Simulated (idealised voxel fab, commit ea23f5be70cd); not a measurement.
This is a process module. Its name is voxel self aligned vias.
The figure presents cross-section cut, which has a width of 280 nm and is divided into square cells with an edge length of 5 nm.
Just so we're on the same page, the cross-sections are grids of square cells, and they're listed out in bands top to bottom, each band one or more rows deep.
For a band, the entry starts with two heights in nm, that of the top and then that of the bottom, and carries on with the band's materials in order from left to right, each alongside its width in nm; the word "full width" beside a single material means it fills the band edge to edge, and "air" means empty space.
Heads up on the height convention: 0 is the point under which the incoming wafer is all one material, and the lowest band has no bottom, it just keeps going down, like "0 nm and below".
Width spec "30 to 40" -> top row of cells at first value, bottom row at second value, equal per-row change in between.
Given "remained unchanged" for a step, no cell of the cross-section differs between before and after that step.
"Enclosed void catalog" - sealed voids, min. 8 cells, no opening to top; format: width x height at distance (distance from left edge; nm throughout).
Anything after a step's settings on that line? It's the simulator's own note about the step.
overlay nm: right-of-plan distance of the mask on a masked step; negative values mean left-of-plan.
The planned process steps are enumerated hereunder:
step 1: RECEIVE | material Si
step 2: CONFORMAL_DEP | material SiO2 | thk nm 10
step 3: CONFORMAL_DEP | material SiCN | thk nm 5
step 4: DIRECTIONAL_DEP | material lowk | thk nm 20
step 5: DIRECTIONAL_DEP | material aC | thk nm 10
step 6: PATTERN | tone open | mask id LINES | material resist | width nm 25 | pitch nm 70 | thk nm 25 | overlay nm 0
step 7: DIRECTIONAL_ETCH | etch materials aC | depth nm 10
step 8: STRIP | etch materials resist
step 9: DIRECTIONAL_ETCH | etch materials lowk | depth nm 20
step 10: STRIP | etch materials aC
step 11: CONFORMAL_DEP | material TiN | thk nm 5
step 12: FILL_DEP | material Ru | thk nm 10
step 13: CMP | height nm 35
step 14: SELECTIVE_ETCH | etch materials W Ru TiN | depth nm 10
step 15: FILL_DEP | material SiN | thk nm 10
step 16: CMP | height nm 35
step 17: DIRECTIONAL_DEP | material lowk | thk nm 15
step 18: DIRECTIONAL_DEP | material aC | thk nm 15
step 19: PATTERN | tone open | mask id VIAS | material resist | width nm 45 | pitch nm 70 | thk nm 30 | overlay nm 0
step 20: DIRECTIONAL_ETCH | etch materials aC | depth nm 15
step 21: STRIP | etch materials resist
step 22: DIRECTIONAL_ETCH | etch materials lowk | depth nm 15
step 23: DIRECTIONAL_ETCH | etch materials SiN | depth nm 10
step 24: STRIP | etch materials aC
step 25: CONFORMAL_DEP | material TiN | thk nm 5
step 26: FILL_DEP | material W | thk nm 10
step 27: CMP | height nm 50
step 28: CONFORMAL_DEP | material SiCN | thk nm 5
Wafer cross-section on receipt, i.e. after step 1:
    0 nm and below = Si full width
    Enclosed void catalog: none
Sectioned view, first of two wafers, at the close of the module, processed as intended in the plan:
    55 nm to 50 nm = SiCN full width
    50 nm to 40 nm = 45 nm lowk, then 5 nm TiN, then 35 nm W, then 5 nm TiN, then 25 nm lowk, then 5 nm TiN, then 35 nm W, then 5 nm TiN, then 25 nm lowk, then 5 nm TiN, then 35 nm W, then 5 nm TiN, then 50 nm lowk
    40 nm to 30 nm = 45 to 55 nm lowk, then 15 to 5 nm TiN, then 15 nm W, then 15 to 5 nm TiN, then 25 to 45 nm lowk, then 15 to 5 nm TiN, then 15 nm W, then 15 to 5 nm TiN, then 25 to 45 nm lowk, then 15 to 5 nm TiN, then 15 nm W, then 15 to 5 nm TiN, then 50 to 60 nm lowk
    30 nm to 25 nm = 55 nm lowk, then 25 nm TiN, then 45 nm lowk, then 25 nm TiN, then 45 nm lowk, then 25 nm TiN, then 60 nm lowk
    25 nm to 20 nm = 55 nm lowk, then 5 nm TiN, then 15 nm Ru, then 5 nm TiN, then 45 nm lowk, then 5 nm TiN, then 15 nm Ru, then 5 nm TiN, then 45 nm lowk, then 5 nm TiN, then 15 nm Ru, then 5 nm TiN, then 60 nm lowk
    20 nm to 15 nm = 55 nm lowk, then 25 nm TiN, then 45 nm lowk, then 25 nm TiN, then 45 nm lowk, then 25 nm TiN, then 60 nm lowk
    15 nm to 10 nm = SiCN full width
    10 nm to 0 nm = SiO2 full width
    0 nm and below = Si full width
    Enclosed void catalog: none
Cross-sectional view: second of two wafers, end of module; start and plan identical to the first, one mistake in running:
    55 nm to 50 nm = SiCN full width
    50 nm to 40 nm = 50 nm lowk, then 35 nm W, then 35 nm lowk, then 35 nm W, then 35 nm lowk, then 35 nm W, then 55 nm lowk
    40 nm to 30 nm = 60 nm lowk, then 15 nm W, then 55 nm lowk, then 15 nm W, then 55 nm lowk, then 15 nm W, then 65 nm lowk
    30 nm to 25 nm = lowk full width
    25 nm to 20 nm = 55 nm lowk, then 5 nm TiN, then 15 nm Ru, then 5 nm TiN, then 45 nm lowk, then 5 nm TiN, then 15 nm Ru, then 5 nm TiN, then 45 nm lowk, then 5 nm TiN, then 15 nm Ru, then 5 nm TiN, then 60 nm lowk
    20 nm to 15 nm = 55 nm lowk, then 25 nm TiN, then 45 nm lowk, then 25 nm TiN, then 45 nm lowk, then 25 nm TiN, then 60 nm lowk
    15 nm to 10 nm = SiCN full width
    10 nm to 0 nm = SiO2 full width
    0 nm and below = Si full width
    Enclosed void catalog: none
Deviation noted in wafer processing: step 25, actual vs plan mismatch, actual run CONFORMAL_DEP | material lowk | thk nm 5
Final difference in cells, second wafer against first, listed per material as more or fewer: TiN -51, lowk +51
